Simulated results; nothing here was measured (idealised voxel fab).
Proc. module: voxel wiring stack
The figure presents cross-section cut, which has a width of 280 nm and is divided into square cells with an edge length of 5 nm.
Cross-section layout: square cells on a grid; listed as bands, top to bottom; a band spans one or more cell rows.
Quick guide to a band line: top height, bottom height (nm) up front; then every material left to right with its width in nm. Only one material and it's marked "all across"? Then it fills the band edge to edge. And "blank" just means empty space.
Height datum 0, below which the as-received substrate wafer is one material. Lowest band open at the bottom, running downward: "0 and below".
Width: "30..40" (first number = top row, second number = bottom row, same change from row to row of cells).
No cell of the cross-section changed in a step that is given as "no change".
"Cavities, sealed": sealed empty spaces, 8 cells or more, no open way to top, listed width x height at distance, with distance from the left edge and width, height and distance in nm.
Post-settings text on a step line: simulator's own remark regarding the step.
On any step carrying a mask, the "overlay nm" setting, if present on the step's line, tells how far right of its planned place the mask lay; negative values point to the left.

### So here's the lineup of process steps we planned
1 RECEIVE | material Si
2 CONFORMAL_DEP | material SiO2 | thk nm 10
3 CONFORMAL_DEP | material SiN | thk nm 5
4 DIRECTIONAL_DEP | material lowk | thk nm 25
5 PATTERN | tone open | mask id METAL_1 | material resist | width nm 25 | pitch nm 40 | thk nm 20 | overlay nm 0
6 DIRECTIONAL_ETCH | etch materials lowk | depth nm 25
7 DIRECTIONAL_ETCH | etch materials SiN | depth nm 5
8 STRIP | etch materials resist
9 CONFORMAL_DEP | material TiN | thk nm 5
10 FILL_DEP | material W | thk nm 5
11 CMP | height nm 40
12 CONFORMAL_DEP | material SiCN | thk nm 5
13 DIRECTIONAL_DEP | material SiO2 | thk nm 30
14 PATTERN | tone open | mask id METAL_2_HOLES | material resist | width nm 15 | pitch nm 40 | thk nm 20 | overlay nm 0
15 DIRECTIONAL_ETCH | etch materials SiO2 | depth nm 30
16 STRIP | etch materials resist
17 DIRECTIONAL_DEP | material aC | thk nm 15
18 PATTERN | tone open | mask id METAL_2 | material resist | width nm 25 | pitch nm 40 | thk nm 30 | overlay nm 0
19 DIRECTIONAL_ETCH | etch materials aC | depth nm 15
20 STRIP | etch materials resist
21 DIRECTIONAL_ETCH | etch materials SiO2 | depth nm 15
22 DIRECTIONAL_ETCH | etch materials SiCN | depth nm 5
23 STRIP | etch materials aC
24 CONFORMAL_DEP | material TiN | thk nm 5
25 FILL_DEP | material Cu | thk nm 10
26 CMP | height nm 75
27 CONFORMAL_DEP | material SiCN | thk nm 5
28 DIRECTIONAL_DEP | material lowk | thk nm 25
29 PATTERN | tone open | mask id METAL_3_HOLES | material resist | width nm 15 | pitch nm 40 | thk nm 20 | overlay nm 0
30 DIRECTIONAL_ETCH | etch materials lowk | depth nm 25
31 STRIP | etch materials resist
32 DIRECTIONAL_DEP | material aC | thk nm 10
33 PATTERN | tone open | mask id METAL_3 | material resist | width nm 25 | pitch nm 40 | thk nm 30 | overlay nm 0
34 DIRECTIONAL_ETCH | etch materials aC | depth nm 10
35 STRIP | etch materials resist
36 DIRECTIONAL_ETCH | etch materials lowk | depth nm 15
37 DIRECTIONAL_ETCH | etch materials SiCN | depth nm 5
38 STRIP | etch materials aC
39 CONFORMAL_DEP | material TiN | thk nm 5
40 FILL_DEP | material Cu | thk nm 10
41 CMP | height nm 105
42 CONFORMAL_DEP | material SiCN | thk nm 5

### Incoming wafer in cross-section (state: after step 1)
0 and below: Si all across
Cavities, sealed: none

### The first of the two wafers as seen in cross-section once the module was finished; processing followed the plan
110 down to 105: SiCN all across
105 down to 95: lowk 65  TiN 5  Cu 15  TiN 5  lowk 15  TiN 5  Cu 15  TiN 5  lowk 15  TiN 5  Cu 15  TiN 5  lowk 15  TiN 5  Cu 15  TiN 5  lowk 70
95 down to 90: lowk 65  TiN 5  Cu 5  TiN 15  lowk 15  TiN 5  Cu 5  TiN 15  lowk 15  TiN 5  Cu 5  TiN 15  lowk 15  TiN 5  Cu 5  TiN 15  lowk 70
90 down to 80: lowk 65  TiN 5  Cu 5  TiN 5  lowk 25  TiN 5  Cu 5  TiN 5  lowk 25  TiN 5  Cu 5  TiN 5  lowk 25  TiN 5  Cu 5  TiN 5  lowk 80
80 down to 75: SiCN 65  TiN 15  SiCN 25  TiN 15  SiCN 25  TiN 15  SiCN 25  TiN 15  SiCN 80
75 down to 65: SiO2 65  TiN 5  Cu 15  TiN 5  SiO2 15  TiN 5  Cu 15  TiN 5  SiO2 15  TiN 5  Cu 15  TiN 5  SiO2 15  TiN 5  Cu 15  TiN 5  SiO2 70
65 down to 60: SiO2 65  TiN 5  Cu 5  TiN 15  SiO2 15  TiN 5  Cu 5  TiN 15  SiO2 15  TiN 5  Cu 5  TiN 15  SiO2 15  TiN 5  Cu 5  TiN 15  SiO2 70
60 down to 45: SiO2 65  TiN 5  Cu 5  TiN 5  SiO2 25  TiN 5  Cu 5  TiN 5  SiO2 25  TiN 5  Cu 5  TiN 5  SiO2 25  TiN 5  Cu 5  TiN 5  SiO2 80
45 down to 40: SiCN 65  TiN 15  SiCN 25  TiN 15  SiCN 25  TiN 15  SiCN 25  TiN 15  SiCN 80
40 down to 15: lowk 65  TiN 5  W 15  TiN 5  lowk 15  TiN 5  W 15  TiN 5  lowk 15  TiN 5  W 15  TiN 5  lowk 15  TiN 5  W 15  TiN 5  lowk 70
15 down to 10: SiN 65  TiN 25  SiN 15  TiN 25  SiN 15  TiN 25  SiN 15  TiN 25  SiN 70
10 down to 0: SiO2 all across
0 and below: Si all across
Cavities, sealed: none

### Cross-section of the latter of the two wafers at module completion. It had an identical start and an identical plan to the former; in running it, one mistake was made
110 down to 105: SiCN all across
105 down to 95: lowk 65  TiN 5  Cu 15  TiN 5  lowk 15  TiN 5  Cu 15  TiN 5  lowk 15  TiN 5  Cu 15  TiN 5  lowk 15  TiN 5  Cu 15  TiN 5  lowk 70
95 down to 90: lowk 65  TiN 5  Cu 5  TiN 15  lowk 15  TiN 5  Cu 5  TiN 15  lowk 15  TiN 5  Cu 5  TiN 15  lowk 15  TiN 5  Cu 5  TiN 15  lowk 70
90 down to 80: lowk 65  TiN 5  Cu 5  TiN 5  lowk 25  TiN 5  Cu 5  TiN 5  lowk 25  TiN 5  Cu 5  TiN 5  lowk 25  TiN 5  Cu 5  TiN 5  lowk 80
80 down to 70: SiCN 65  TiN 15..25  SiCN 25..15  TiN 15..25  SiCN 25..15  TiN 15..25  SiCN 25..15  TiN 15..25  SiCN 80..70
70 down to 40: SiO2 all across
40 down to 15: lowk 65  TiN 5  W 15  TiN 5  lowk 15  TiN 5  W 15  TiN 5  lowk 15  TiN 5  W 15  TiN 5  lowk 15  TiN 5  W 15  TiN 5  lowk 70
15 down to 10: SiN 65  TiN 25  SiN 15  TiN 25  SiN 15  TiN 25  SiN 15  TiN 25  SiN 70
10 down to 0: SiO2 all across
0 and below: Si all across
Cavities, sealed: none
The plan and the run diverged here: contrary to the plan, steps 12 and 13 were processed in exchanged order
The final cell counts differ between the wafers, with the second having more or fewer of some materials than the first: Cu -40 | SiCN -8 | SiO2 +96 | TiN -48
